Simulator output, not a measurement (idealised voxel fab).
The process module that follows is named voxel wiring stack.
Cross-sectional view cut (width: 235 nm; square cell size: 5 nm).
Cross-sections here: square-cell grids, written as top-down lists of bands, a band being one or more rows of cells. Basically the band line says how high the top is and how high the bottom is, in nm, and then what's in it from left to right, every material with its width in nm. Empty space shows up as "air", and if a single material carries "all across" it runs the full band edge to edge. Height reference: 0 = level under which incoming wafer is all one material. Lowest band: no bottom, runs on downward, e.g. "0 and below". Quick explanation for "30 to 40": the width changes in equal steps down the rows of cells, from the first number in the band's top row to the second number in its bottom row. Any step labelled "all unchanged" changed none of the cells in the cross-section. "Closed void listing": empty spaces of 8 cells or more with no open way to the top, each given as width x height at distance, distance from the left edge, all in nm. On a step's line, text after the settings is the simulator commenting on that step. What "overlay nm" on a step's line means: if the step has a mask, that mask lay this far to the right of its planned place, or, when the value is negative, to the left. Pairs from here to the end. Each: cross-section before one process step, cross-section after it, the latter only as far down as the lowest band that changed. Under each: the step between, and its settings. Mind that the pairs may be taken from different runs of this module on the same starting wafer; whether a pair continues from the pair above depends on its entry headed "Geometry before processing", and it does only where that entry says so.
## Geometry before processing
* 0 and below = Si all across
* Closed void listing: none
## Step Result
* 10 down to 0 = SiO2 all across
* Everything under 0 stays put, no change at all.
* Closed void listing: none
What step was run between the cross-section before it and the cross-section after it, both above? op CONFORMAL_DEP | material SiO2 | thk nm 10
Geometry before processing: nothing new to draw here, it's the after view of the pair just above.
## Step Result
* 15 down to 10 = TiN all across
* Everything under 10 stays put, no change at all.
* Closed void listing: none
What step was run between the cross-section before it and the cross-section after it, both above? op DIRECTIONAL_DEP | material TiN | thk nm 5
Geometry before processing: nothing new to draw here, it's the after view of the pair just above.
## Step Result
* 35 down to 15 = W all across
* Everything under 15 stays put, no change at all.
* Closed void listing: none
What step was run between the cross-section before it and the cross-section after it, both above? op DIRECTIONAL_DEP | material W | thk nm 20
Geometry before processing: nothing new to draw here, it's the after view of the pair just above.
## Step Result
* 55 down to 35 = air 55, then resist 30, then air 15, then resist 30, then air 15, then resist 30, then air 60
* Everything under 35 stays put, no change at all.
* Closed void listing: none
What step was run between the cross-section before it and the cross-section after it, both above? op PATTERN | tone cover | mask id METAL_1 | material resist | width nm 30 | pitch nm 45 | thk nm 20 | overlay nm 0
Geometry before processing: nothing new to draw here, it's the after view of the pair just above.
## Step Result
* 55 down to 35 = air 55, then resist 30, then air 15, then resist 30, then air 15, then resist 30, then air 60
* 35 down to 15 = air 55, then W 30, then air 15, then W 30, then air 15, then W 30, then air 60
* Everything under 15 stays put, no change at all.
* Closed void listing: none
What step was run between the cross-section before it and the cross-section after it, both above? op DIRECTIONAL_ETCH | etch materials W | depth nm 20
Geometry before processing: nothing new to draw here, it's the after view of the pair just above.
## Step Result
* 55 down to 35 = air 55, then resist 30, then air 15, then resist 30, then air 15, then resist 30, then air 60
* 35 down to 15 = air 55, then W 30, then air 15, then W 30, then air 15, then W 30, then air 60
* 15 down to 10 = air 55, then TiN 30, then air 15, then TiN 30, then air 15, then TiN 30, then air 60
* Everything under 10 stays put, no change at all.
* Closed void listing: none
What step was run between the cross-section before it and the cross-section after it, both above? op DIRECTIONAL_ETCH | etch materials TiN | depth nm 5
Geometry before processing: nothing new to draw here, it's the after view of the pair just above.
## Step Result
* 35 down to 15 = air 55, then W 30, then air 15, then W 30, then air 15, then W 30, then air 60
* Everything under 15 stays put, no change at all.
* Closed void listing: none
What step was run between the cross-section before it and the cross-section after it, both above? op STRIP | etch materials resist
Geometry before processing: nothing new to draw here, it's the after view of the pair just above.
## Step Result
* 40 down to 35 = lowk all across
* 35 down to 15 = lowk 55, then W 30, then lowk 15, then W 30, then lowk 15, then W 30, then lowk 60
* 15 down to 10 = lowk 55, then TiN 30, then lowk 15, then TiN 30, then lowk 15, then TiN 30, then lowk 60
* Everything under 10 stays put, no change at all.
* Closed void listing: none
What step was run between the cross-section before it and the cross-section after it, both above? op FILL_DEP | material lowk | thk nm 5
Geometry before processing: nothing new to draw here, it's the after view of the pair just above.
## Step Result
* 35 down to 15 = lowk 55, then W 30, then lowk 15, then W 30, then lowk 15, then W 30, then lowk 60
* Everything under 15 stays put, no change at all.
* Closed void listing: none
What step was run between the cross-section before it and the cross-section after it, both above? op CMP | height nm 35
Geometry before processing: nothing new to draw here, it's the after view of the pair just above.
## Step Result
* 40 down to 35 = SiCN all across
* Everything under 35 stays put, no change at all.
* Closed void listing: none
What step was run between the cross-section before it and the cross-section after it, both above? op CONFORMAL_DEP | material SiCN | thk nm 5
Geometry before processing: nothing new to draw here, it's the after view of the pair just above.
## Step Result
* 60 down to 40 = SiO2 all across
* Everything under 40 stays put, no change at all.
* Closed void listing: none
What step was run between the cross-section before it and the cross-section after it, both above? op DIRECTIONAL_DEP | material SiO2 | thk nm 20
Geometry before processing: nothing new to draw here, it's the after view of the pair just above.
## Step Result
* 75 down to 60 = aC all across
* Everything under 60 stays put, no change at all.
* Closed void listing: none
What step was run between the cross-section before it and the cross-section after it, both above? op DIRECTIONAL_DEP | material aC | thk nm 15
Geometry before processing: nothing new to draw here, it's the after view of the pair just above.
## Step Result
* 110 down to 75 = resist 55, then air 15, then resist 30, then air 15, then resist 30, then air 15, then resist 75
* Everything under 75 stays put, no change at all.
* Closed void listing: none
What step was run between the cross-section before it and the cross-section after it, both above? op PATTERN | tone open | mask id PLUG_1 | material resist | width nm 15 | pitch nm 45 | thk nm 35 | overlay nm 0
Geometry before processing: nothing new to draw here, it's the after view of the pair just above.
## Step Result
* 95 down to 75 = resist 55, then air 15, then resist 30, then air 15, then resist 30, then air 15, then resist 75
* 75 down to 60 = aC 55, then air 15, then aC 30, then air 15, then aC 30, then air 15, then aC 75
* Everything under 60 stays put, no change at all.
* Closed void listing: none
What step was run between the cross-section before it and the cross-section after it, both above? op DIRECTIONAL_ETCH | etch materials aC | depth nm 15
Geometry before processing: nothing new to draw here, it's the after view of the pair just above.
## Step Result
* 75 down to 60 = aC 55, then air 15, then aC 30, then air 15, then aC 30, then air 15, then aC 75
* Everything under 60 stays put, no change at all.
* Closed void listing: none
What step was run between the cross-section before it and the cross-section after it, both above? op STRIP | etch materials resist
Geometry before processing: nothing new to draw here, it's the after view of the pair just above.
## Step Result
* 75 down to 60 = aC 55, then air 15, then aC 30, then air 15, then aC 30, then air 15, then aC 75
* 60 down to 40 = SiO2 55, then air 15, then SiO2 30, then air 15, then SiO2 30, then air 15, then SiO2 75
* Everything under 40 stays put, no change at all.
* Closed void listing: none
What step was run between the cross-section before it and the cross-section after it, both above? op DIRECTIONAL_ETCH | etch materials SiO2 | depth nm 20
Geometry before processing: nothing new to draw here, it's the after view of the pair just above.
## Step Result
* 75 down to 60 = aC 55, then air 15, then aC 30, then air 15, then aC 30, then air 15, then aC 75
* 60 down to 40 = SiO2 55, then air 15, then SiO2 30, then air 15, then SiO2 30, then air 15, then SiO2 75
* 40 down to 35 = SiCN 55, then air 15, then SiCN 30, then air 15, then SiCN 30, then air 15, then SiCN 75
* Everything under 35 stays put, no change at all.
* Closed void listing: none
What step was run between the cross-section before it and the cross-section after it, both above? op DIRECTIONAL_ETCH | etch materials SiCN | depth nm 5
Geometry before processing: nothing new to draw here, it's the after view of the pair just above.
## Step Result
* 60 down to 40 = SiO2 55, then air 15, then SiO2 30, then air 15, then SiO2 30, then air 15, then SiO2 75
* Everything under 40 stays put, no change at all.
* Closed void listing: none
What step was run between the cross-section before it and the cross-section after it, both above? op STRIP | etch materials aC
Geometry before processing: nothing new to draw here, it's the after view of the pair just above.
## Step Result
* 65 down to 60 = TiN 60, then air 5, then TiN 40, then air 5, then TiN 40, then air 5, then TiN 80
* 60 down to 40 = SiO2 55, then TiN 5, then air 5, then TiN 5, then SiO2 30, then TiN 5, then air 5, then TiN 5, then SiO2 30, then TiN 5, then air 5, then TiN 5, then SiO2 75
* 40 down to 35 = SiCN 55, then TiN 15, then SiCN 30, then TiN 15, then SiCN 30, then TiN 15, then SiCN 75
* Everything under 35 stays put, no change at all.
* Closed void listing: none
What step was run between the cross-section before it and the cross-section after it, both above? op CONFORMAL_DEP | material TiN | thk nm 5
Geometry before processing: nothing new to draw here, it's the after view of the pair just above.
## Step Result
* 75 down to 65 = W all across
* 65 down to 60 = TiN 60, then W 5, then TiN 40, then W 5, then TiN 40, then W 5, then TiN 80
* 60 down to 40 = SiO2 55, then TiN 5, then W 5, then TiN 5, then SiO2 30, then TiN 5, then W 5, then TiN 5, then SiO2 30, then TiN 5, then W 5, then TiN 5, then SiO2 75
* Everything under 40 stays put, no change at all.
* Closed void listing: none
What step was run between the cross-section before it and the cross-section after it, both above? op FILL_DEP | material W | thk nm 10
Geometry before processing: nothing new to draw here, it's the after view of the pair just above.
## Step Result
* 60 down to 40 = SiO2 55, then TiN 5, then W 5, then TiN 5, then SiO2 30, then TiN 5, then W 5, then TiN 5, then SiO2 30, then TiN 5, then W 5, then TiN 5, then SiO2 75
* Everything under 40 stays put, no change at all.
* Closed void listing: none
What step was run between the cross-section before it and the cross-section after it, both above? op CMP | height nm 60
Geometry before processing: nothing new to draw here, it's the after view of the pair just above.
## Step Result
* 65 down to 60 = SiCN all across
* Everything under 60 stays put, no change at all.
* Closed void listing: none
What step was run between the cross-section before it and the cross-section after it, both above? op CONFORMAL_DEP | material SiCN | thk nm 5
Geometry before processing: nothing new to draw here, it's the after view of the pair just above.
## Step Result
* 85 down to 65 = lowk all across
* Everything under 65 stays put, no change at all.
* Closed void listing: none
What step was run between the cross-section before it and the cross-section after it, both above? op DIRECTIONAL_DEP | material lowk | thk nm 20
Geometry before processing: nothing new to draw here, it's the after view of the pair just above.
## Step Result
* 100 down to 85 = resist 55, then air 30, then resist 15, then air 30, then resist 15, then air 30, then resist 60
* Everything under 85 stays put, no change at all.
* Closed void listing: none
What step was run between the cross-section before it and the cross-section after it, both above? op PATTERN | tone open | mask id METAL_2 | material resist | width nm 30 | pitch nm 45 | thk nm 15 | overlay nm 0
Geometry before processing: nothing new to draw here, it's the after view of the pair just above.
## Step Result
* 100 down to 85 = resist 55, then air 30, then resist 15, then air 30, then resist 15, then air 30, then resist 60
* 85 down to 65 = lowk 55, then air 30, then lowk 15, then air 30, then lowk 15, then air 30, then lowk 60
* Everything under 65 stays put, no change at all.
* Closed void listing: none
What step was run between the cross-section before it and the cross-section after it, both above? op DIRECTIONAL_ETCH | etch materials lowk | depth nm 20
Geometry before processing: nothing new to draw here, it's the after view of the pair just above.
## Step Result
* 100 down to 85 = resist 55, then air 30, then resist 15, then air 30, then resist 15, then air 30, then resist 60
* 85 down to 65 = lowk 55, then air 30, then lowk 15, then air 30, then lowk 15, then air 30, then lowk 60
* 65 down to 60 = SiCN 55, then air 30, then SiCN 15, then air 30, then SiCN 15, then air 30, then SiCN 60
* Everything under 60 stays put, no change at all.
* Closed void listing: none
What step was run between the cross-section before it and the cross-section after it, both above? op DIRECTIONAL_ETCH | etch materials SiCN | depth nm 5
Geometry before processing: nothing new to draw here, it's the after view of the pair just above.
## Step Result
* 85 down to 65 = lowk 55, then air 30, then lowk 15, then air 30, then lowk 15, then air 30, then lowk 60
* Everything under 65 stays put, no change at all.
* Closed void listing: none
What step was run between the cross-section before it and the cross-section after it, both above? op STRIP | etch materials resist
Geometry before processing: nothing new to draw here, it's the after view of the pair just above.
## Step Result
* 90 down to 85 = TiN 60, then air 20, then TiN 25, then air 20, then TiN 25, then air 20, then TiN 65
* 85 down to 65 = lowk 55, then TiN 5, then air 20, then TiN 5, then lowk 15, then TiN 5, then air 20, then TiN 5, then lowk 15, then TiN 5, then air 20, then TiN 5, then lowk 60
* 65 down to 60 = SiCN 55, then TiN 30, then SiCN 15, then TiN 30, then SiCN 15, then TiN 30, then SiCN 60
* Everything under 60 stays put, no change at all.
* Closed void listing: none
What step was run between the cross-section before it and the cross-section after it, both above? op CONFORMAL_DEP | material TiN | thk nm 5
Geometry before processing: nothing new to draw here, it's the after view of the pair just above.
## Step Result
* 95 down to 90 = Cu all across
* 90 down to 85 = TiN 60, then Cu 20, then TiN 25, then Cu 20, then TiN 25, then Cu 20, then TiN 65
* 85 down to 65 = lowk 55, then TiN 5, then Cu 20, then TiN 5, then lowk 15, then TiN 5, then Cu 20, then TiN 5, then lowk 15, then TiN 5, then Cu 20, then TiN 5, then lowk 60
* Everything under 65 stays put, no change at all.
* Closed void listing: none
What step was run between the cross-section before it and the cross-section after it, both above? op FILL_DEP | material Cu | thk nm 5
Geometry before processing: nothing new to draw here, it's the after view of the pair just above.
## Step Result
* 85 down to 65 = lowk 55, then TiN 5, then Cu 20, then TiN 5, then lowk 15, then TiN 5, then Cu 20, then TiN 5, then lowk 15, then TiN 5, then Cu 20, then TiN 5, then lowk 60
* Everything under 65 stays put, no change at all.
* Closed void listing: none
What step was run between the cross-section before it and the cross-section after it, both above? op CMP | height nm 85
Geometry before processing: nothing new to draw here, it's the after view of the pair just above.
## Step Result
* 90 down to 85 = SiCN all across
* Everything under 85 stays put, no change at all.
* Closed void listing: none
What step was run between the cross-section before it and the cross-section after it, both above? op CONFORMAL_DEP | material SiCN | thk nm 5
Geometry before processing: nothing new to draw here, it's the after view of the pair just above.
## Step Result
* 120 down to 90 = SiO2 all across
* Everything under 90 stays put, no change at all.
* Closed void listing: none
What step was run between the cross-section before it and the cross-section after it, both above? op DIRECTIONAL_DEP | material SiO2 | thk nm 30
Geometry before processing: nothing new to draw here, it's the after view of the pair just above.
## Step Result
* 135 down to 120 = resist 55, then air 30, then resist 15, then air 30, then resist 15, then air 30, then resist 60
* Everything under 120 stays put, no change at all.
* Closed void listing: none
What step was run between the cross-section before it and the cross-section after it, both above? op PATTERN | tone open | mask id METAL_3 | material resist | width nm 30 | pitch nm 45 | thk nm 15 | overlay nm 0
Geometry before processing: nothing new to draw here, it's the after view of the pair just above.
## Step Result
* 135 down to 120 = resist 55, then air 30, then resist 15, then air 30, then resist 15, then air 30, then resist 60
* 120 down to 100 = SiO2 55, then air 30, then SiO2 15, then air 30, then SiO2 15, then air 30, then SiO2 60
* Everything under 100 stays put, no change at all.
* Closed void listing: none
What step was run between the cross-section before it and the cross-section after it, both above? op DIRECTIONAL_ETCH | etch materials SiO2 | depth nm 20
Geometry before processing: nothing new to draw here, it's the after view of the pair just above.
## Step Result
* 120 down to 100 = SiO2 55, then air 30, then SiO2 15, then air 30, then SiO2 15, then air 30, then SiO2 60
* Everything under 100 stays put, no change at all.
* Closed void listing: none
What step was run between the cross-section before it and the cross-section after it, both above? op STRIP | etch materials resist
Geometry before processing: nothing new to draw here, it's the after view of the pair just above.
## Step Result
* 140 down to 120 = resist 55, then air 15, then resist 75, then air 15, then resist 75
* 120 down to 100 = SiO2 55, then air 15, then resist 15, then SiO2 15, then resist 30, then SiO2 15, then air 15, then resist 15, then SiO2 60
* Everything under 100 stays put, no change at all.
* Closed void listing: none
What step was run between the cross-section before it and the cross-section after it, both above? op PATTERN | tone open | mask id METAL_3_HOLES | material resist | width nm 15 | pitch nm 90 | thk nm 20 | overlay nm 0
Geometry before processing: nothing new to draw here, it's the after view of the pair just above.
## Step Result
* 140 down to 120 = resist 55, then air 15, then resist 75, then air 15, then resist 75
* 120 down to 100 = SiO2 55, then air 15, then resist 15, then SiO2 15, then resist 30, then SiO2 15, then air 15, then resist 15, then SiO2 60
* 100 down to 90 = SiO2 55, then air 15, then SiO2 75, then air 15, then SiO2 75
* Everything under 90 stays put, no change at all.
* Closed void listing: none
What step was run between the cross-section before it and the cross-section after it, both above? op DIRECTIONAL_ETCH | etch materials SiO2 | depth nm 10
Geometry before processing: nothing new to draw here, it's the after view of the pair just above.
## Step Result
* 140 down to 120 = resist 55, then air 15, then resist 75, then air 15, then resist 75
* 120 down to 100 = SiO2 55, then air 15, then resist 15, then SiO2 15, then resist 30, then SiO2 15, then air 15, then resist 15, then SiO2 60
* 100 down to 90 = SiO2 55, then air 15, then SiO2 75, then air 15, then SiO2 75
* 90 down to 85 = SiCN 55, then air 15, then SiCN 75, then air 15, then SiCN 75
* Everything under 85 stays put, no change at all.
* Closed void listing: none
What step was run between the cross-section before it and the cross-section after it, both above? op DIRECTIONAL_ETCH | etch materials SiCN | depth nm 5
Geometry before processing: nothing new to draw here, it's the after view of the pair just above.
## Step Result
* 120 down to 100 = SiO2 55, then air 30, then SiO2 15, then air 30, then SiO2 15, then air 30, then SiO2 60
* Everything under 100 stays put, no change at all.
* Closed void listing: none
What step was run between the cross-section before it and the cross-section after it, both above? op STRIP | etch materials resist
Geometry before processing: nothing new to draw here, it's the after view of the pair just above.
## Step Result
* 125 down to 120 = TiN 60, then air 20, then TiN 25, then air 20, then TiN 25, then air 20, then TiN 65
* 120 down to 105 = SiO2 55, then TiN 5, then air 20, then TiN 5, then SiO2 15, then TiN 5, then air 20, then TiN 5, then SiO2 15, then TiN 5, then air 20, then TiN 5, then SiO2 60
* 105 down to 100 = SiO2 55, then TiN 5, then air 5, then TiN 20, then SiO2 15, then TiN 30, then SiO2 15, then TiN 5, then air 5, then TiN 20, then SiO2 60
* 100 down to 90 = SiO2 55, then TiN 5, then air 5, then TiN 5, then SiO2 75, then TiN 5, then air 5, then TiN 5, then SiO2 75
* 90 down to 85 = SiCN 55, then TiN 15, then SiCN 75, then TiN 15, then SiCN 75
* Everything under 85 stays put, no change at all.
* Closed void listing: none
What step was run between the cross-section before it and the cross-section after it, both above? op CONFORMAL_DEP | material TiN | thk nm 5
Geometry before processing: nothing new to draw here, it's the after view of the pair just above.
## Step Result
* 130 down to 125 = Cu all across
* 125 down to 120 = TiN 60, then Cu 20, then TiN 25, then Cu 20, then TiN 25, then Cu 20, then TiN 65
* 120 down to 105 = SiO2 55, then TiN 5, then Cu 20, then TiN 5, then SiO2 15, then TiN 5, then Cu 20, then TiN 5, then SiO2 15, then TiN 5, then Cu 20, then TiN 5, then SiO2 60
* 105 down to 100 = SiO2 55, then TiN 5, then Cu 5, then TiN 20, then SiO2 15, then TiN 30, then SiO2 15, then TiN 5, then Cu 5, then TiN 20, then SiO2 60
* 100 down to 90 = SiO2 55, then TiN 5, then Cu 5, then TiN 5, then SiO2 75, then TiN 5, then Cu 5, then TiN 5, then SiO2 75
* Everything under 90 stays put, no change at all.
* Closed void listing: none
What step was run between the cross-section before it and the cross-section after it, both above? op FILL_DEP | material Cu | thk nm 5
Geometry before processing: nothing new to draw here, it's the after view of the pair just above.
## Step Result
* 120 down to 105 = SiO2 55, then TiN 5, then Cu 20, then TiN 5, then SiO2 15, then TiN 5, then Cu 20, then TiN 5, then SiO2 15, then TiN 5, then Cu 20, then TiN 5, then SiO2 60
* Everything under 105 stays put, no change at all.
* Closed void listing: none
What step was run between the cross-section before it and the cross-section after it, both above? op CMP | height nm 120
Geometry before processing: nothing new to draw here, it's the after view of the pair just above.
## Step Result
* 125 down to 120 = SiCN all across
* Everything under 120 stays put, no change at all.
* Closed void listing: none
What step was run between the cross-section before it and the cross-section after it, both above? op CONFORMAL_DEP | material SiCN | thk nm 5
Geometry before processing: nothing new to draw here, it's the after view of the pair just above.
## Step Result
* 155 down to 125 = lowk all across
* Everything under 125 stays put, no change at all.
* Closed void listing: none
What step was run between the cross-section before it and the cross-section after it, both above? op DIRECTIONAL_DEP | material lowk | thk nm 30
Geometry before processing: nothing new to draw here, it's the after view of the pair just above.
## Step Result
* 175 down to 155 = resist 55, then air 30, then resist 15, then air 30, then resist 15, then air 30, then resist 60
* Everything under 155 stays put, no change at all.
* Closed void listing: none
What step was run between the cross-section before it and the cross-section after it, both above? op PATTERN | tone open | mask id METAL_4 | material resist | width nm 30 | pitch nm 45 | thk nm 20 | overlay nm 0
Geometry before processing: nothing new to draw here, it's the after view of the pair just above.
## Step Result
* 175 down to 155 = resist 55, then air 30, then resist 15, then air 30, then resist 15, then air 30, then resist 60
* 155 down to 140 = lowk 55, then air 30, then lowk 15, then air 30, then lowk 15, then air 30, then lowk 60
* Everything under 140 stays put, no change at all.
* Closed void listing: none
What step was run between the cross-section before it and the cross-section after it, both above? op DIRECTIONAL_ETCH | etch materials lowk | depth nm 15
Geometry before processing: nothing new to draw here, it's the after view of the pair just above.
## Step Result
* 155 down to 140 = lowk 55, then air 30, then lowk 15, then air 30, then lowk 15, then air 30, then lowk 60
* Everything under 140 stays put, no change at all.
* Closed void listing: none
What step was run between the cross-section before it and the cross-section after it, both above? op STRIP | etch materials resist
Geometry before processing: nothing new to draw here, it's the after view of the pair just above.
## Step Result
* 155 down to 140 = lowk 55, then air 30, then lowk 15, then air 30, then lowk 15, then air 30, then lowk 60
* 140 down to 125 = lowk 55, then air 15, then lowk 30, then air 15, then lowk 30, then air 15, then lowk 75
* Everything under 125 stays put, no change at all.
* Closed void listing: none
What step was run between the cross-section before it and the cross-section after it, both above? op MASKED_ETCH | tone open | mask id METAL_4_HOLES | width nm 15 | pitch nm 45 | etch materials lowk | depth nm 15 | overlay nm 0
Geometry before processing: nothing new to draw here, it's the after view of the pair just above.
## Step Result
* 155 down to 140 = lowk 55, then air 30, then lowk 15, then air 30, then lowk 15, then air 30, then lowk 60
* 140 down to 125 = lowk 55, then air 15, then lowk 30, then air 15, then lowk 30, then air 15, then lowk 75
* 125 down to 120 = SiCN 55, then air 15, then SiCN 30, then air 15, then SiCN 30, then air 15, then SiCN 75
* Everything under 120 stays put, no change at all.
* Closed void listing: none
What step was run between the cross-section before it and the cross-section after it, both above? op MASKED_ETCH | tone open | mask id METAL_4_HOLES | width nm 15 | pitch nm 45 | etch materials SiCN | depth nm 5 | overlay nm 0
Geometry before processing: nothing new to draw here, it's the after view of the pair just above.
## Step Result
* 160 down to 155 = TiN 60, then air 20, then TiN 25, then air 20, then TiN 25, then air 20, then TiN 65
* 155 down to 145 = lowk 55, then TiN 5, then air 20, then TiN 5, then lowk 15, then TiN 5, then air 20, then TiN 5, then lowk 15, then TiN 5, then air 20, then TiN 5, then lowk 60
* 145 down to 140 = lowk 55, then TiN 5, then air 5, then TiN 20, then lowk 15, then TiN 5, then air 5, then TiN 20, then lowk 15, then TiN 5, then air 5, then TiN 20, then lowk 60
* 140 down to 125 = lowk 55, then TiN 5, then air 5, then TiN 5, then lowk 30, then TiN 5, then air 5, then TiN 5, then lowk 30, then TiN 5, then air 5, then TiN 5, then lowk 75
* 125 down to 120 = SiCN 55, then TiN 15, then SiCN 30, then TiN 15, then SiCN 30, then TiN 15, then SiCN 75
* Everything under 120 stays put, no change at all.
* Closed void listing: none
What step was run between the cross-section before it and the cross-section after it, both above? op CONFORMAL_DEP | material TiN | thk nm 5
Geometry before processing: nothing new to draw here, it's the after view of the pair just above.
## Step Result
* 170 down to 160 = Cu all across
* 160 down to 155 = TiN 60, then Cu 20, then TiN 25, then Cu 20, then TiN 25, then Cu 20, then TiN 65
* 155 down to 145 = lowk 55, then TiN 5, then Cu 20, then TiN 5, then lowk 15, then TiN 5, then Cu 20, then TiN 5, then lowk 15, then TiN 5, then Cu 20, then TiN 5, then lowk 60
* 145 down to 140 = lowk 55, then TiN 5, then Cu 5, then TiN 20, then lowk 15, then TiN 5, then Cu 5, then TiN 20, then lowk 15, then TiN 5, then Cu 5, then TiN 20, then lowk 60
* 140 down to 125 = lowk 55, then TiN 5, then Cu 5, then TiN 5, then lowk 30, then TiN 5, then Cu 5, then TiN 5, then lowk 30, then TiN 5, then Cu 5, then TiN 5, then lowk 75
* Everything under 125 stays put, no change at all.
* Closed void listing: none
What step was run between the cross-section before it and the cross-section after it, both above? op FILL_DEP | material Cu | thk nm 10
Geometry before processing: nothing new to draw here, it's the after view of the pair just above.
## Step Result
* 155 down to 145 = lowk 55, then TiN 5, then Cu 20, then TiN 5, then lowk 15, then TiN 5, then Cu 20, then TiN 5, then lowk 15, then TiN 5, then Cu 20, then TiN 5, then lowk 60
* Everything under 145 stays put, no change at all.
* Closed void listing: none
What step was run between the cross-section before it and the cross-section after it, both above? op CMP | height nm 155
Geometry before processing: nothing new to draw here, it's the after view of the pair just above.
## Step Result
* 160 down to 155 = SiN all across
* Everything under 155 stays put, no change at all.
* Closed void listing: none
What step was run between the cross-section before it and the cross-section after it, both above? op CONFORMAL_DEP | material SiN | thk nm 5
## Geometry before processing
* 10 down to 0 = SiO2 all across
* 0 and below = Si all across
* Closed void listing: none
## Step Result
* 30 down to 10 = W all across
* Everything under 10 stays put, no change at all.
* Closed void listing: none
What step was run between the cross-section before it and the cross-section after it, both above? op DIRECTIONAL_DEP | material W | thk nm 20
Geometry before processing: nothing new to draw here, it's the after view of the pair just above.
## Step Result
* 50 down to 30 = air 55, then resist 30, then air 15, then resist 30, then air 15, then resist 30, then air 60
* Everything under 30 stays put, no change at all.
* Closed void listing: none
What step was run between the cross-section before it and the cross-section after it, both above? op PATTERN | tone cover | mask id METAL_1 | material resist | width nm 30 | pitch nm 45 | thk nm 20 | overlay nm 0
Geometry before processing: nothing new to draw here, it's the after view of the pair just above.
## Step Result
* 50 down to 30 = air 55, then resist 30, then air 15, then resist 30, then air 15, then resist 30, then air 60
* 30 down to 10 = air 55, then W 30, then air 15, then W 30, then air 15, then W 30, then air 60
* Everything under 10 stays put, no change at all.
* Closed void listing: none
What step was run between the cross-section before it and the cross-section after it, both above? op DIRECTIONAL_ETCH | etch materials W | depth nm 20
Geometry before processing: nothing new to draw here, it's the after view of the pair just above.
## Step Result
* 30 down to 10 = air 55, then W 30, then air 15, then W 30, then air 15, then W 30, then air 60
* Everything under 10 stays put, no change at all.
* Closed void listing: none
What step was run between the cross-section before it and the cross-section after it, both above? op STRIP | etch materials resist
Geometry before processing: nothing new to draw here, it's the after view of the pair just above.
## Step Result
* 35 down to 30 = lowk all across
* 30 down to 10 = lowk 55, then W 30, then lowk 15, then W 30, then lowk 15, then W 30, then lowk 60
* Everything under 10 stays put, no change at all.
* Closed void listing: none
What step was run between the cross-section before it and the cross-section after it, both above? op FILL_DEP | material lowk | thk nm 5
Geometry before processing: nothing new to draw here, it's the after view of the pair just above.
## Step Result
* 40 down to 35 = SiCN all across
* Everything under 35 stays put, no change at all.
* Closed void listing: none
What step was run between the cross-section before it and the cross-section after it, both above? op CONFORMAL_DEP | material SiCN | thk nm 5
Geometry before processing: nothing new to draw here, it's the after view of the pair just above.
## Step Result
* 60 down to 40 = SiO2 all across
* Everything under 40 stays put, no change at all.
* Closed void listing: none
What step was run between the cross-section before it and the cross-section after it, both above? op DIRECTIONAL_DEP | material SiO2 | thk nm 20
Geometry before processing: nothing new to draw here, it's the after view of the pair just above.
## Step Result
* 75 down to 60 = aC all across
* Everything under 60 stays put, no change at all.
* Closed void listing: none
What step was run between the cross-section before it and the cross-section after it, both above? op DIRECTIONAL_DEP | material aC | thk nm 15
Geometry before processing: nothing new to draw here, it's the after view of the pair just above.
## Step Result
* 110 down to 75 = resist 55, then air 15, then resist 30, then air 15, then resist 30, then air 15, then resist 75
* Everything under 75 stays put, no change at all.
* Closed void listing: none
What step was run between the cross-section before it and the cross-section after it, both above? op PATTERN | tone open | mask id PLUG_1 | material resist | width nm 15 | pitch nm 45 | thk nm 35 | overlay nm 0
Geometry before processing: nothing new to draw here, it's the after view of the pair just above.
## Step Result
* 95 down to 75 = resist 55, then air 15, then resist 30, then air 15, then resist 30, then air 15, then resist 75
* 75 down to 60 = aC 55, then air 15, then aC 30, then air 15, then aC 30, then air 15, then aC 75
* Everything under 60 stays put, no change at all.
* Closed void listing: none
What step was run between the cross-section before it and the cross-section after it, both above? op DIRECTIONAL_ETCH | etch materials aC | depth nm 15
Geometry before processing: nothing new to draw here, it's the after view of the pair just above.
## Step Result
* 75 down to 60 = aC 55, then air 15, then aC 30, then air 15, then aC 30, then air 15, then aC 75
* Everything under 60 stays put, no change at all.
* Closed void listing: none
What step was run between the cross-section before it and the cross-section after it, both above? op STRIP | etch materials resist
Geometry before processing: nothing new to draw here, it's the after view of the pair just above.
## Step Result
* 75 down to 60 = aC 55, then air 15, then aC 30, then air 15, then aC 30, then air 15, then aC 75
* 60 down to 40 = SiO2 55, then air 15, then SiO2 30, then air 15, then SiO2 30, then air 15, then SiO2 75
* Everything under 40 stays put, no change at all.
* Closed void listing: none
What step was run between the cross-section before it and the cross-section after it, both above? op DIRECTIONAL_ETCH | etch materials SiO2 | depth nm 20
Geometry before processing: nothing new to draw here, it's the after view of the pair just above.
## Step Result
* 75 down to 60 = aC 55, then air 15, then aC 30, then air 15, then aC 30, then air 15, then aC 75
* 60 down to 40 = SiO2 55, then air 15, then SiO2 30, then air 15, then SiO2 30, then air 15, then SiO2 75
* 40 down to 35 = SiCN 55, then air 15, then SiCN 30, then air 15, then SiCN 30, then air 15, then SiCN 75
* Everything under 35 stays put, no change at all.
* Closed void listing: none
What step was run between the cross-section before it and the cross-section after it, both above? op DIRECTIONAL_ETCH | etch materials SiCN | depth nm 5
Geometry before processing: nothing new to draw here, it's the after view of the pair just above.
## Step Result
* 60 down to 40 = SiO2 55, then air 15, then SiO2 30, then air 15, then SiO2 30, then air 15, then SiO2 75
* Everything under 40 stays put, no change at all.
* Closed void listing: none
What step was run between the cross-section before it and the cross-section after it, both above? op STRIP | etch materials aC
Geometry before processing: nothing new to draw here, it's the after view of the pair just above.
## Step Result
* 65 down to 60 = TiN 60, then air 5, then TiN 40, then air 5, then TiN 40, then air 5, then TiN 80
* 60 down to 40 = SiO2 55, then TiN 5, then air 5, then TiN 5, then SiO2 30, then TiN 5, then air 5, then TiN 5, then SiO2 30, then TiN 5, then air 5, then TiN 5, then SiO2 75
* 40 down to 35 = SiCN 55, then TiN 15, then SiCN 30, then TiN 15, then SiCN 30, then TiN 15, then SiCN 75
* Everything under 35 stays put, no change at all.
* Closed void listing: none
What step was run between the cross-section before it and the cross-section after it, both above? op CONFORMAL_DEP | material TiN | thk nm 5
Geometry before processing: nothing new to draw here, it's the after view of the pair just above.
## Step Result
* 75 down to 65 = W all across
* 65 down to 60 = TiN 60, then W 5, then TiN 40, then W 5, then TiN 40, then W 5, then TiN 80
* 60 down to 40 = SiO2 55, then TiN 5, then W 5, then TiN 5, then SiO2 30, then TiN 5, then W 5, then TiN 5, then SiO2 30, then TiN 5, then W 5, then TiN 5, then SiO2 75
* Everything under 40 stays put, no change at all.
* Closed void listing: none
What step was run between the cross-section before it and the cross-section after it, both above? op FILL_DEP | material W | thk nm 10
